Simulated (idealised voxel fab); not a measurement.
process module | voxel air gaps
cross-section cut | 185 nm wide | cells 5 nm
A cross-section is a grid of square cells, given in bands from the top down. A band is one or more rows of cells.
Each band's line starts with the height of the band's top and of its bottom, in nm. Then come its materials from left to right, each with its width in nm. One material with "throughout" fills the band from edge to edge. "air" is empty space.
Height 0 is the level under which the wafer as received is all one material. The lowest band goes on downwards, as in "0 down".
A width such as "30 to 40" changes by the same amount from each row of cells to the next, from the band's top row to its bottom row.
"no change" after a step means that no cell of the cross-section changed.
closed voids: empty space of 8 cells or more with no open way to the top, each as width x height at its distance from the left edge, in nm
after a step's settings: what the simulator itself notes on the step
overlay nm, on a step with a mask: how far to the right of its planned place the mask lay; to the left if negative
plan
1 op RECEIVE | material Si
2 op CONFORMAL_DEP | material SiO2 | thk nm 15
3 op CONFORMAL_DEP | material SiN | thk nm 5
4 op DIRECTIONAL_DEP | material SiO2 | thk nm 40
5 op PATTERN | tone open | mask id LINES | material resist | width nm 25 | pitch nm 50 | thk nm 15 | overlay nm 0
6 op DIRECTIONAL_ETCH | etch materials SiO2 | depth nm 40
7 op STRIP | etch materials resist
8 op CONFORMAL_DEP | material TiN | thk nm 5
9 op FILL_DEP | material W | thk nm 10
10 op CMP | height nm 60
11 op EPI | material Ru | thk nm 10
12 op SELECTIVE_ETCH | etch materials SiO2 | depth nm 50
13 op CONFORMAL_DEP | material SiCN | thk nm 5
first wafer, as planned
as received, after step 1
  0 down: Si throughout
  closed voids: none
after step 2
  15 to 0: SiO2 throughout
  below 0: unchanged
after step 3
  20 to 15: SiN throughout
  below 15: unchanged
after step 4
  60 to 20: SiO2 throughout
  below 20: unchanged
after step 5
  75 to 60: resist 30 | air 25 | resist 25 | air 25 | resist 25 | air 25 | resist 30
  below 60: unchanged
after step 6
  75 to 60: resist 30 | air 25 | resist 25 | air 25 | resist 25 | air 25 | resist 30
  60 to 20: SiO2 30 | air 25 | SiO2 25 | air 25 | SiO2 25 | air 25 | SiO2 30
  below 20: unchanged
after step 7
  60 to 20: SiO2 30 | air 25 | SiO2 25 | air 25 | SiO2 25 | air 25 | SiO2 30
  below 20: unchanged
after step 8
  65 to 60: TiN 35 | air 15 | TiN 35 | air 15 | TiN 35 | air 15 | TiN 35
  60 to 25: SiO2 30 | TiN 5 | air 15 | TiN 5 | SiO2 25 | TiN 5 | air 15 | TiN 5 | SiO2 25 | TiN 5 | air 15 | TiN 5 | SiO2 30
  25 to 20: SiO2 30 | TiN 25 | SiO2 25 | TiN 25 | SiO2 25 | TiN 25 | SiO2 30
  below 20: unchanged
after step 9
  75 to 65: W throughout
  65 to 60: TiN 35 | W 15 | TiN 35 | W 15 | TiN 35 | W 15 | TiN 35
  60 to 25: SiO2 30 | TiN 5 | W 15 | TiN 5 | SiO2 25 | TiN 5 | W 15 | TiN 5 | SiO2 25 | TiN 5 | W 15 | TiN 5 | SiO2 30
  below 25: unchanged
after step 10
  60 to 25: SiO2 30 | TiN 5 | W 15 | TiN 5 | SiO2 25 | TiN 5 | W 15 | TiN 5 | SiO2 25 | TiN 5 | W 15 | TiN 5 | SiO2 30
  below 25: unchanged
after step 11
  70 to 60: air 20 | Ru 45 | air 5 | Ru 45 | air 5 | Ru 45 | air 20
  below 60: unchanged
after step 12
  70 to 60: air 20 | Ru 45 | air 5 | Ru 45 | air 5 | Ru 45 | air 20
  60 to 25: air 30 | TiN 5 | W 15 | TiN 5 | air 25 | TiN 5 | W 15 | TiN 5 | air 25 | TiN 5 | W 15 | TiN 5 | air 30
  25 to 20: air 30 | TiN 25 | air 25 | TiN 25 | air 25 | TiN 25 | air 30
  below 20: unchanged
after step 13
  75 to 70: air 15 | SiCN 155 | air 15
  70 to 60: air 15 | SiCN 5 | Ru 45 | SiCN 5 | Ru 45 | SiCN 5 | Ru 45 | SiCN 5 | air 15
  60 to 55: air 15 | SiCN 15 | TiN 5 | W 15 | TiN 5 | SiCN 25 | TiN 5 | W 15 | TiN 5 | SiCN 25 | TiN 5 | W 15 | TiN 5 | SiCN 15 | air 15
  55 to 25: air 25 | SiCN 5 | TiN 5 | W 15 | TiN 5 | SiCN 5 | air 15 | SiCN 5 | TiN 5 | W 15 | TiN 5 | SiCN 5 | air 15 | SiCN 5 | TiN 5 | W 15 | TiN 5 | SiCN 5 | air 25
  25 to 20: SiCN 30 | TiN 25 | SiCN 25 | TiN 25 | SiCN 25 | TiN 25 | SiCN 30
  below 20: unchanged
  closed voids: 15 x 30 at 60; 15 x 30 at 110
second wafer: like start, like plan, one mistake. Through step 1 it matches the first wafer
when step 2 should have ended
  20 to 0: SiO2 throughout
  below 0: unchanged
when step 3 should have ended
  25 to 20: SiN throughout
  below 20: unchanged
when step 4 should have ended
  65 to 25: SiO2 throughout
  below 25: unchanged
when step 5 should have ended
  80 to 65: resist 30 | air 25 | resist 25 | air 25 | resist 25 | air 25 | resist 30
  below 65: unchanged
when step 6 should have ended
  80 to 65: resist 30 | air 25 | resist 25 | air 25 | resist 25 | air 25 | resist 30
  65 to 25: SiO2 30 | air 25 | SiO2 25 | air 25 | SiO2 25 | air 25 | SiO2 30
  below 25: unchanged
when step 7 should have ended
  65 to 25: SiO2 30 | air 25 | SiO2 25 | air 25 | SiO2 25 | air 25 | SiO2 30
  below 25: unchanged
when step 8 should have ended
  70 to 65: TiN 35 | air 15 | TiN 35 | air 15 | TiN 35 | air 15 | TiN 35
  65 to 30: SiO2 30 | TiN 5 | air 15 | TiN 5 | SiO2 25 | TiN 5 | air 15 | TiN 5 | SiO2 25 | TiN 5 | air 15 | TiN 5 | SiO2 30
  30 to 25: SiO2 30 | TiN 25 | SiO2 25 | TiN 25 | SiO2 25 | TiN 25 | SiO2 30
  below 25: unchanged
when step 9 should have ended
  80 to 70: W throughout
  70 to 65: TiN 35 | W 15 | TiN 35 | W 15 | TiN 35 | W 15 | TiN 35
  65 to 30: SiO2 30 | TiN 5 | W 15 | TiN 5 | SiO2 25 | TiN 5 | W 15 | TiN 5 | SiO2 25 | TiN 5 | W 15 | TiN 5 | SiO2 30
  below 30: unchanged
when step 10 should have ended
  60 to 30: SiO2 30 | TiN 5 | W 15 | TiN 5 | SiO2 25 | TiN 5 | W 15 | TiN 5 | SiO2 25 | TiN 5 | W 15 | TiN 5 | SiO2 30
  below 30: unchanged
when step 11 should have ended
  70 to 60: air 20 | Ru 45 | air 5 | Ru 45 | air 5 | Ru 45 | air 20
  below 60: unchanged
when step 12 should have ended
  70 to 60: air 20 | Ru 45 | air 5 | Ru 45 | air 5 | Ru 45 | air 20
  60 to 30: air 30 | TiN 5 | W 15 | TiN 5 | air 25 | TiN 5 | W 15 | TiN 5 | air 25 | TiN 5 | W 15 | TiN 5 | air 30
  30 to 25: air 30 | TiN 25 | air 25 | TiN 25 | air 25 | TiN 25 | air 30
  below 25: unchanged
when step 13 should have ended
  75 to 70: air 15 | SiCN 155 | air 15
  70 to 60: air 15 | SiCN 5 | Ru 45 | SiCN 5 | Ru 45 | SiCN 5 | Ru 45 | SiCN 5 | air 15
  60 to 55: air 15 | SiCN 15 | TiN 5 | W 15 | TiN 5 | SiCN 25 | TiN 5 | W 15 | TiN 5 | SiCN 25 | TiN 5 | W 15 | TiN 5 | SiCN 15 | air 15
  55 to 30: air 25 | SiCN 5 | TiN 5 | W 15 | TiN 5 | SiCN 5 | air 15 | SiCN 5 | TiN 5 | W 15 | TiN 5 | SiCN 5 | air 15 | SiCN 5 | TiN 5 | W 15 | TiN 5 | SiCN 5 | air 25
  30 to 25: SiCN 30 | TiN 25 | SiCN 25 | TiN 25 | SiCN 25 | TiN 25 | SiCN 30
  below 25: unchanged
  closed voids: 15 x 25 at 60; 15 x 25 at 110
what went wrong: step 2 ran as: op CONFORMAL_DEP | material SiO2 | thk nm 20
at the end the second wafer has, in cells: 6 fewer of SiCN | 37 more of SiO2 | 6 fewer of TiN | 9 fewer of W
